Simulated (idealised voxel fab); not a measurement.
Presented below is a process module, voxel wiring stack.
Square cells of 5 nm make up the cross-section cut, whose width is 255 nm.
How to read a cross-section here: the picture is a grid of square cells, written as bands going from the top down, and any band can span one or more rows of cells.
The band entry comprises the height of the band's top followed by the height of its bottom, expressed in nm, and subsequently the band's materials from left to right, each stated together with its width in nm. Where a single material is marked with the word "edge to edge", that material fills the band from edge to edge. The word "empty" represents empty space.
The level at which height equals 0 is the one under which the wafer, as it arrives, is entirely one material. No lower edge exists for the bottom band, which continues downward and is notated as in "0 and below".
A two-number width, for instance "30..40", indicates that the width is equal to the first number in the top row of the band and to the second number in the bottom row, and that it changes by a constant amount per row of cells.
Step note "identical to before" = no cross-section cell changed.
You'll see "Voids, sealed" listing empty spaces that have no way open to the top, as long as they're 8 cells or more; the notation is width x height at distance, where the distance is from the left edge, and all of it is in nm.
after a step's settings: what the simulator itself notes on the step
"overlay nm" on a masked step: distance the mask lay right of its planned place, negative for left.
Steps in the process plan:
| 1 | RECEIVE (material Si) |
| 2 | CONFORMAL_DEP (material SiO2; thk nm 15) |
| 3 | DIRECTIONAL_DEP (material TiN; thk nm 5) |
| 4 | DIRECTIONAL_DEP (material W; thk nm 15) |
| 5 | DIRECTIONAL_DEP (material aC; thk nm 10) |
| 6 | PATTERN (tone cover; mask id METAL_1; material resist; width nm 30; pitch nm 50; thk nm 25; overlay nm 0) |
| 7 | DIRECTIONAL_ETCH (etch materials aC; depth nm 10) |
| 8 | STRIP (etch materials resist) |
| 9 | DIRECTIONAL_ETCH (etch materials W; depth nm 15) |
| 10 | DIRECTIONAL_ETCH (etch materials TiN; depth nm 5) |
| 11 | STRIP (etch materials aC) |
| 12 | FILL_DEP (material SiO2; thk nm 10) |
| 13 | CMP (height nm 35) |
| 14 | CONFORMAL_DEP (material SiCN; thk nm 5) |
| 15 | DIRECTIONAL_DEP (material lowk; thk nm 10) |
| 16 | PATTERN (tone open; mask id PLUG_1; material resist; width nm 15; pitch nm 50; thk nm 20; overlay nm 0) |
| 17 | DIRECTIONAL_ETCH (etch materials lowk; depth nm 10) |
| 18 | DIRECTIONAL_ETCH (etch materials SiCN; depth nm 5) |
| 19 | STRIP (etch materials resist) |
| 20 | CONFORMAL_DEP (material TiN; thk nm 5) |
| 21 | FILL_DEP (material Ru; thk nm 5) |
| 22 | CMP (height nm 50) |
| 23 | DIRECTIONAL_DEP (material TiN; thk nm 5) |
| 24 | DIRECTIONAL_DEP (material Ru; thk nm 15) |
| 25 | DIRECTIONAL_DEP (material aC; thk nm 10) |
| 26 | PATTERN (tone cover; mask id METAL_2; material resist; width nm 30; pitch nm 50; thk nm 25; overlay nm 0) |
| 27 | DIRECTIONAL_ETCH (etch materials aC; depth nm 10) |
| 28 | STRIP (etch materials resist) |
| 29 | DIRECTIONAL_ETCH (etch materials Ru; depth nm 15) |
| 30 | DIRECTIONAL_ETCH (etch materials TiN; depth nm 5) |
| 31 | STRIP (etch materials aC) |
| 32 | CONFORMAL_DEP (material SiCN; thk nm 5) |
| 33 | FILL_DEP (material lowk; thk nm 10) |
| 34 | CMP (height nm 70) |
| 35 | CONFORMAL_DEP (material SiCN; thk nm 5) |
First wafer out of two, processed as planned:
Cross-sectional view of the wafer in its as-received condition, corresponding to the state after step 1:
0 and below: Si edge to edge
Voids, sealed: none
Cross-section of the wafer subsequent to step 2:
15 down to 0: SiO2 edge to edge
Rest of section, below 0: as before.
Cross-section of the wafer subsequent to step 3:
20 down to 15: TiN edge to edge
Rest of section, below 15: as before.
Cross-section of the wafer subsequent to step 4:
35 down to 20: W edge to edge
Rest of section, below 20: as before.
Cross-section of the wafer subsequent to step 5:
45 down to 35: aC edge to edge
Rest of section, below 35: as before.
Cross-section of the wafer subsequent to step 6:
70 down to 45: empty (35) | resist (30) | empty (20) | resist (30) | empty (20) | resist (30) | empty (20) | resist (30) | empty (40)
Rest of section, below 45: as before.
Cross-section of the wafer subsequent to step 7:
60 down to 45: empty (35) | resist (30) | empty (20) | resist (30) | empty (20) | resist (30) | empty (20) | resist (30) | empty (40)
45 down to 35: empty (35) | aC (30) | empty (20) | aC (30) | empty (20) | aC (30) | empty (20) | aC (30) | empty (40)
Rest of section, below 35: as before.
Cross-section of the wafer subsequent to step 8:
45 down to 35: empty (35) | aC (30) | empty (20) | aC (30) | empty (20) | aC (30) | empty (20) | aC (30) | empty (40)
Rest of section, below 35: as before.
Cross-section of the wafer subsequent to step 9:
45 down to 35: empty (35) | aC (30) | empty (20) | aC (30) | empty (20) | aC (30) | empty (20) | aC (30) | empty (40)
35 down to 20: empty (35) | W (30) | empty (20) | W (30) | empty (20) | W (30) | empty (20) | W (30) | empty (40)
Rest of section, below 20: as before.
Cross-section of the wafer subsequent to step 10:
45 down to 35: empty (35) | aC (30) | empty (20) | aC (30) | empty (20) | aC (30) | empty (20) | aC (30) | empty (40)
35 down to 20: empty (35) | W (30) | empty (20) | W (30) | empty (20) | W (30) | empty (20) | W (30) | empty (40)
20 down to 15: empty (35) | TiN (30) | empty (20) | TiN (30) | empty (20) | TiN (30) | empty (20) | TiN (30) | empty (40)
Rest of section, below 15: as before.
Cross-section of the wafer subsequent to step 11:
35 down to 20: empty (35) | W (30) | empty (20) | W (30) | empty (20) | W (30) | empty (20) | W (30) | empty (40)
Rest of section, below 20: as before.
Cross-section of the wafer subsequent to step 12:
45 down to 35: SiO2 edge to edge
35 down to 20: SiO2 (35) | W (30) | SiO2 (20) | W (30) | SiO2 (20) | W (30) | SiO2 (20) | W (30) | SiO2 (40)
20 down to 15: SiO2 (35) | TiN (30) | SiO2 (20) | TiN (30) | SiO2 (20) | TiN (30) | SiO2 (20) | TiN (30) | SiO2 (40)
Rest of section, below 15: as before.
Cross-section of the wafer subsequent to step 13:
35 down to 20: SiO2 (35) | W (30) | SiO2 (20) | W (30) | SiO2 (20) | W (30) | SiO2 (20) | W (30) | SiO2 (40)
Rest of section, below 20: as before.
Cross-section of the wafer subsequent to step 14:
40 down to 35: SiCN edge to edge
Rest of section, below 35: as before.
Cross-section of the wafer subsequent to step 15:
50 down to 40: lowk edge to edge
Rest of section, below 40: as before.
Cross-section of the wafer subsequent to step 16:
70 down to 50: resist (35) | empty (15) | resist (35) | empty (15) | resist (35) | empty (15) | resist (35) | empty (15) | resist (55)
Rest of section, below 50: as before.
Cross-section of the wafer subsequent to step 17:
70 down to 50: resist (35) | empty (15) | resist (35) | empty (15) | resist (35) | empty (15) | resist (35) | empty (15) | resist (55)
50 down to 40: lowk (35) | empty (15) | lowk (35) | empty (15) | lowk (35) | empty (15) | lowk (35) | empty (15) | lowk (55)
Rest of section, below 40: as before.
Cross-section of the wafer subsequent to step 18:
70 down to 50: resist (35) | empty (15) | resist (35) | empty (15) | resist (35) | empty (15) | resist (35) | empty (15) | resist (55)
50 down to 40: lowk (35) | empty (15) | lowk (35) | empty (15) | lowk (35) | empty (15) | lowk (35) | empty (15) | lowk (55)
40 down to 35: SiCN (35) | empty (15) | SiCN (35) | empty (15) | SiCN (35) | empty (15) | SiCN (35) | empty (15) | SiCN (55)
Rest of section, below 35: as before.
Cross-section of the wafer subsequent to step 19:
50 down to 40: lowk (35) | empty (15) | lowk (35) | empty (15) | lowk (35) | empty (15) | lowk (35) | empty (15) | lowk (55)
Rest of section, below 40: as before.
Cross-section of the wafer subsequent to step 20:
55 down to 50: TiN (40) | empty (5) | TiN (45) | empty (5) | TiN (45) | empty (5) | TiN (45) | empty (5) | TiN (60)
50 down to 40: lowk (35) | TiN (5) | empty (5) | TiN (5) | lowk (35) | TiN (5) | empty (5) | TiN (5) | lowk (35) | TiN (5) | empty (5) | TiN (5) | lowk (35) | TiN (5) | empty (5) | TiN (5) | lowk (55)
40 down to 35: SiCN (35) | TiN (15) | SiCN (35) | TiN (15) | SiCN (35) | TiN (15) | SiCN (35) | TiN (15) | SiCN (55)
Rest of section, below 35: as before.
Cross-section of the wafer subsequent to step 21:
60 down to 55: Ru edge to edge
55 down to 50: TiN (40) | Ru (5) | TiN (45) | Ru (5) | TiN (45) | Ru (5) | TiN (45) | Ru (5) | TiN (60)
50 down to 40: lowk (35) | TiN (5) | Ru (5) | TiN (5) | lowk (35) | TiN (5) | Ru (5) | TiN (5) | lowk (35) | TiN (5) | Ru (5) | TiN (5) | lowk (35) | TiN (5) | Ru (5) | TiN (5) | lowk (55)
Rest of section, below 40: as before.
Cross-section of the wafer subsequent to step 22:
50 down to 40: lowk (35) | TiN (5) | Ru (5) | TiN (5) | lowk (35) | TiN (5) | Ru (5) | TiN (5) | lowk (35) | TiN (5) | Ru (5) | TiN (5) | lowk (35) | TiN (5) | Ru (5) | TiN (5) | lowk (55)
Rest of section, below 40: as before.
Cross-section of the wafer subsequent to step 23:
55 down to 50: TiN edge to edge
Rest of section, below 50: as before.
Cross-section of the wafer subsequent to step 24:
70 down to 55: Ru edge to edge
Rest of section, below 55: as before.
Cross-section of the wafer subsequent to step 25:
80 down to 70: aC edge to edge
Rest of section, below 70: as before.
Cross-section of the wafer subsequent to step 26:
105 down to 80: empty (35) | resist (30) | empty (20) | resist (30) | empty (20) | resist (30) | empty (20) | resist (30) | empty (40)
Rest of section, below 80: as before.
Cross-section of the wafer subsequent to step 27:
95 down to 80: empty (35) | resist (30) | empty (20) | resist (30) | empty (20) | resist (30) | empty (20) | resist (30) | empty (40)
80 down to 70: empty (35) | aC (30) | empty (20) | aC (30) | empty (20) | aC (30) | empty (20) | aC (30) | empty (40)
Rest of section, below 70: as before.
Cross-section of the wafer subsequent to step 28:
80 down to 70: empty (35) | aC (30) | empty (20) | aC (30) | empty (20) | aC (30) | empty (20) | aC (30) | empty (40)
Rest of section, below 70: as before.
Cross-section of the wafer subsequent to step 29:
80 down to 70: empty (35) | aC (30) | empty (20) | aC (30) | empty (20) | aC (30) | empty (20) | aC (30) | empty (40)
70 down to 55: empty (35) | Ru (30) | empty (20) | Ru (30) | empty (20) | Ru (30) | empty (20) | Ru (30) | empty (40)
Rest of section, below 55: as before.
Cross-section of the wafer subsequent to step 30:
80 down to 70: empty (35) | aC (30) | empty (20) | aC (30) | empty (20) | aC (30) | empty (20) | aC (30) | empty (40)
70 down to 55: empty (35) | Ru (30) | empty (20) | Ru (30) | empty (20) | Ru (30) | empty (20) | Ru (30) | empty (40)
55 down to 50: empty (35) | TiN (30) | empty (20) | TiN (30) | empty (20) | TiN (30) | empty (20) | TiN (30) | empty (40)
Rest of section, below 50: as before.
Cross-section of the wafer subsequent to step 31:
70 down to 55: empty (35) | Ru (30) | empty (20) | Ru (30) | empty (20) | Ru (30) | empty (20) | Ru (30) | empty (40)
Rest of section, below 55: as before.
Cross-section of the wafer subsequent to step 32:
75 down to 70: empty (30) | SiCN (40) | empty (10) | SiCN (40) | empty (10) | SiCN (40) | empty (10) | SiCN (40) | empty (35)
70 down to 55: empty (30) | SiCN (5) | Ru (30) | SiCN (5) | empty (10) | SiCN (5) | Ru (30) | SiCN (5) | empty (10) | SiCN (5) | Ru (30) | SiCN (5) | empty (10) | SiCN (5) | Ru (30) | SiCN (5) | empty (35)
55 down to 50: SiCN (35) | TiN (30) | SiCN (20) | TiN (30) | SiCN (20) | TiN (30) | SiCN (20) | TiN (30) | SiCN (40)
Rest of section, below 50: as before.
Cross-section of the wafer subsequent to step 33:
85 down to 75: lowk edge to edge
75 down to 70: lowk (30) | SiCN (40) | lowk (10) | SiCN (40) | lowk (10) | SiCN (40) | lowk (10) | SiCN (40) | lowk (35)
70 down to 55: lowk (30) | SiCN (5) | Ru (30) | SiCN (5) | lowk (10) | SiCN (5) | Ru (30) | SiCN (5) | lowk (10) | SiCN (5) | Ru (30) | SiCN (5) | lowk (10) | SiCN (5) | Ru (30) | SiCN (5) | lowk (35)
Rest of section, below 55: as before.
Cross-section of the wafer subsequent to step 34:
70 down to 55: lowk (30) | SiCN (5) | Ru (30) | SiCN (5) | lowk (10) | SiCN (5) | Ru (30) | SiCN (5) | lowk (10) | SiCN (5) | Ru (30) | SiCN (5) | lowk (10) | SiCN (5) | Ru (30) | SiCN (5) | lowk (35)
Rest of section, below 55: as before.
Cross-section of the wafer subsequent to step 35:
75 down to 70: SiCN edge to edge
Rest of section, below 70: as before.
Regarding the second of the two wafers: it shared the first wafer's starting condition and process plan, yet one error occurred during its execution. Its history coincides with that of the first wafer up to and including step 2:
Cross-sectional view of the second wafer at the intended end time of process step 3: identical to before
Cross-sectional view of the second wafer at the intended end time of process step 4:
30 down to 15: W edge to edge
Rest of section, below 15: as before.
Cross-sectional view of the second wafer at the intended end time of process step 5:
40 down to 30: aC edge to edge
Rest of section, below 30: as before.
Cross-sectional view of the second wafer at the intended end time of process step 6:
65 down to 40: empty (35) | resist (30) | empty (20) | resist (30) | empty (20) | resist (30) | empty (20) | resist (30) | empty (40)
Rest of section, below 40: as before.
Cross-sectional view of the second wafer at the intended end time of process step 7:
55 down to 40: empty (35) | resist (30) | empty (20) | resist (30) | empty (20) | resist (30) | empty (20) | resist (30) | empty (40)
40 down to 30: empty (35) | aC (30) | empty (20) | aC (30) | empty (20) | aC (30) | empty (20) | aC (30) | empty (40)
Rest of section, below 30: as before.
Cross-sectional view of the second wafer at the intended end time of process step 8:
40 down to 30: empty (35) | aC (30) | empty (20) | aC (30) | empty (20) | aC (30) | empty (20) | aC (30) | empty (40)
Rest of section, below 30: as before.
Cross-sectional view of the second wafer at the intended end time of process step 9:
40 down to 30: empty (35) | aC (30) | empty (20) | aC (30) | empty (20) | aC (30) | empty (20) | aC (30) | empty (40)
30 down to 15: empty (35) | W (30) | empty (20) | W (30) | empty (20) | W (30) | empty (20) | W (30) | empty (40)
Rest of section, below 15: as before.
Cross-sectional view of the second wafer at the intended end time of process step 10: identical to before
Cross-sectional view of the second wafer at the intended end time of process step 11:
30 down to 15: empty (35) | W (30) | empty (20) | W (30) | empty (20) | W (30) | empty (20) | W (30) | empty (40)
Rest of section, below 15: as before.
Cross-sectional view of the second wafer at the intended end time of process step 12:
40 down to 30: SiO2 edge to edge
30 down to 15: SiO2 (35) | W (30) | SiO2 (20) | W (30) | SiO2 (20) | W (30) | SiO2 (20) | W (30) | SiO2 (40)
Rest of section, below 15: as before.
Cross-sectional view of the second wafer at the intended end time of process step 13:
35 down to 30: SiO2 edge to edge
Rest of section, below 30: as before.
Cross-sectional view of the second wafer at the intended end time of process step 14:
40 down to 35: SiCN edge to edge
Rest of section, below 35: as before.
Cross-sectional view of the second wafer at the intended end time of process step 15:
50 down to 40: lowk edge to edge
Rest of section, below 40: as before.
Cross-sectional view of the second wafer at the intended end time of process step 16:
70 down to 50: resist (35) | empty (15) | resist (35) | empty (15) | resist (35) | empty (15) | resist (35) | empty (15) | resist (55)
Rest of section, below 50: as before.
Cross-sectional view of the second wafer at the intended end time of process step 17:
70 down to 50: resist (35) | empty (15) | resist (35) | empty (15) | resist (35) | empty (15) | resist (35) | empty (15) | resist (55)
50 down to 40: lowk (35) | empty (15) | lowk (35) | empty (15) | lowk (35) | empty (15) | lowk (35) | empty (15) | lowk (55)
Rest of section, below 40: as before.
Cross-sectional view of the second wafer at the intended end time of process step 18:
70 down to 50: resist (35) | empty (15) | resist (35) | empty (15) | resist (35) | empty (15) | resist (35) | empty (15) | resist (55)
50 down to 40: lowk (35) | empty (15) | lowk (35) | empty (15) | lowk (35) | empty (15) | lowk (35) | empty (15) | lowk (55)
40 down to 35: SiCN (35) | empty (15) | SiCN (35) | empty (15) | SiCN (35) | empty (15) | SiCN (35) | empty (15) | SiCN (55)
Rest of section, below 35: as before.
Cross-sectional view of the second wafer at the intended end time of process step 19:
50 down to 40: lowk (35) | empty (15) | lowk (35) | empty (15) | lowk (35) | empty (15) | lowk (35) | empty (15) | lowk (55)
Rest of section, below 40: as before.
Cross-sectional view of the second wafer at the intended end time of process step 20:
55 down to 50: TiN (40) | empty (5) | TiN (45) | empty (5) | TiN (45) | empty (5) | TiN (45) | empty (5) | TiN (60)
50 down to 40: lowk (35) | TiN (5) | empty (5) | TiN (5) | lowk (35) | TiN (5) | empty (5) | TiN (5) | lowk (35) | TiN (5) | empty (5) | TiN (5) | lowk (35) | TiN (5) | empty (5) | TiN (5) | lowk (55)
40 down to 35: SiCN (35) | TiN (15) | SiCN (35) | TiN (15) | SiCN (35) | TiN (15) | SiCN (35) | TiN (15) | SiCN (55)
Rest of section, below 35: as before.
Cross-sectional view of the second wafer at the intended end time of process step 21:
60 down to 55: Ru edge to edge
55 down to 50: TiN (40) | Ru (5) | TiN (45) | Ru (5) | TiN (45) | Ru (5) | TiN (45) | Ru (5) | TiN (60)
50 down to 40: lowk (35) | TiN (5) | Ru (5) | TiN (5) | lowk (35) | TiN (5) | Ru (5) | TiN (5) | lowk (35) | TiN (5) | Ru (5) | TiN (5) | lowk (35) | TiN (5) | Ru (5) | TiN (5) | lowk (55)
Rest of section, below 40: as before.
Cross-sectional view of the second wafer at the intended end time of process step 22:
50 down to 40: lowk (35) | TiN (5) | Ru (5) | TiN (5) | lowk (35) | TiN (5) | Ru (5) | TiN (5) | lowk (35) | TiN (5) | Ru (5) | TiN (5) | lowk (35) | TiN (5) | Ru (5) | TiN (5) | lowk (55)
Rest of section, below 40: as before.
Cross-sectional view of the second wafer at the intended end time of process step 23:
55 down to 50: TiN edge to edge
Rest of section, below 50: as before.
Cross-sectional view of the second wafer at the intended end time of process step 24:
70 down to 55: Ru edge to edge
Rest of section, below 55: as before.
Cross-sectional view of the second wafer at the intended end time of process step 25:
80 down to 70: aC edge to edge
Rest of section, below 70: as before.
Cross-sectional view of the second wafer at the intended end time of process step 26:
105 down to 80: empty (35) | resist (30) | empty (20) | resist (30) | empty (20) | resist (30) | empty (20) | resist (30) | empty (40)
Rest of section, below 80: as before.
Cross-sectional view of the second wafer at the intended end time of process step 27:
95 down to 80: empty (35) | resist (30) | empty (20) | resist (30) | empty (20) | resist (30) | empty (20) | resist (30) | empty (40)
80 down to 70: empty (35) | aC (30) | empty (20) | aC (30) | empty (20) | aC (30) | empty (20) | aC (30) | empty (40)
Rest of section, below 70: as before.
Cross-sectional view of the second wafer at the intended end time of process step 28:
80 down to 70: empty (35) | aC (30) | empty (20) | aC (30) | empty (20) | aC (30) | empty (20) | aC (30) | empty (40)
Rest of section, below 70: as before.
Cross-sectional view of the second wafer at the intended end time of process step 29:
80 down to 70: empty (35) | aC (30) | empty (20) | aC (30) | empty (20) | aC (30) | empty (20) | aC (30) | empty (40)
70 down to 55: empty (35) | Ru (30) | empty (20) | Ru (30) | empty (20) | Ru (30) | empty (20) | Ru (30) | empty (40)
Rest of section, below 55: as before.
Cross-sectional view of the second wafer at the intended end time of process step 30:
80 down to 70: empty (35) | aC (30) | empty (20) | aC (30) | empty (20) | aC (30) | empty (20) | aC (30) | empty (40)
70 down to 55: empty (35) | Ru (30) | empty (20) | Ru (30) | empty (20) | Ru (30) | empty (20) | Ru (30) | empty (40)
55 down to 50: empty (35) | TiN (30) | empty (20) | TiN (30) | empty (20) | TiN (30) | empty (20) | TiN (30) | empty (40)
Rest of section, below 50: as before.
Cross-sectional view of the second wafer at the intended end time of process step 31:
70 down to 55: empty (35) | Ru (30) | empty (20) | Ru (30) | empty (20) | Ru (30) | empty (20) | Ru (30) | empty (40)
Rest of section, below 55: as before.
Cross-sectional view of the second wafer at the intended end time of process step 32:
75 down to 70: empty (30) | SiCN (40) | empty (10) | SiCN (40) | empty (10) | SiCN (40) | empty (10) | SiCN (40) | empty (35)
70 down to 55: empty (30) | SiCN (5) | Ru (30) | SiCN (5) | empty (10) | SiCN (5) | Ru (30) | SiCN (5) | empty (10) | SiCN (5) | Ru (30) | SiCN (5) | empty (10) | SiCN (5) | Ru (30) | SiCN (5) | empty (35)
55 down to 50: SiCN (35) | TiN (30) | SiCN (20) | TiN (30) | SiCN (20) | TiN (30) | SiCN (20) | TiN (30) | SiCN (40)
Rest of section, below 50: as before.
Cross-sectional view of the second wafer at the intended end time of process step 33:
85 down to 75: lowk edge to edge
75 down to 70: lowk (30) | SiCN (40) | lowk (10) | SiCN (40) | lowk (10) | SiCN (40) | lowk (10) | SiCN (40) | lowk (35)
70 down to 55: lowk (30) | SiCN (5) | Ru (30) | SiCN (5) | lowk (10) | SiCN (5) | Ru (30) | SiCN (5) | lowk (10) | SiCN (5) | Ru (30) | SiCN (5) | lowk (10) | SiCN (5) | Ru (30) | SiCN (5) | lowk (35)
Rest of section, below 55: as before.
Cross-sectional view of the second wafer at the intended end time of process step 34:
70 down to 55: lowk (30) | SiCN (5) | Ru (30) | SiCN (5) | lowk (10) | SiCN (5) | Ru (30) | SiCN (5) | lowk (10) | SiCN (5) | Ru (30) | SiCN (5) | lowk (10) | SiCN (5) | Ru (30) | SiCN (5) | lowk (35)
Rest of section, below 55: as before.
Cross-sectional view of the second wafer at the intended end time of process step 35:
75 down to 70: SiCN edge to edge
Rest of section, below 70: as before.
The mistake made against the process plan was this: plan step 3: skipped, not run
Wrapping up, a cell-based count of both wafers puts the second over or under the first for these materials: SiO2 +24; TiN -24
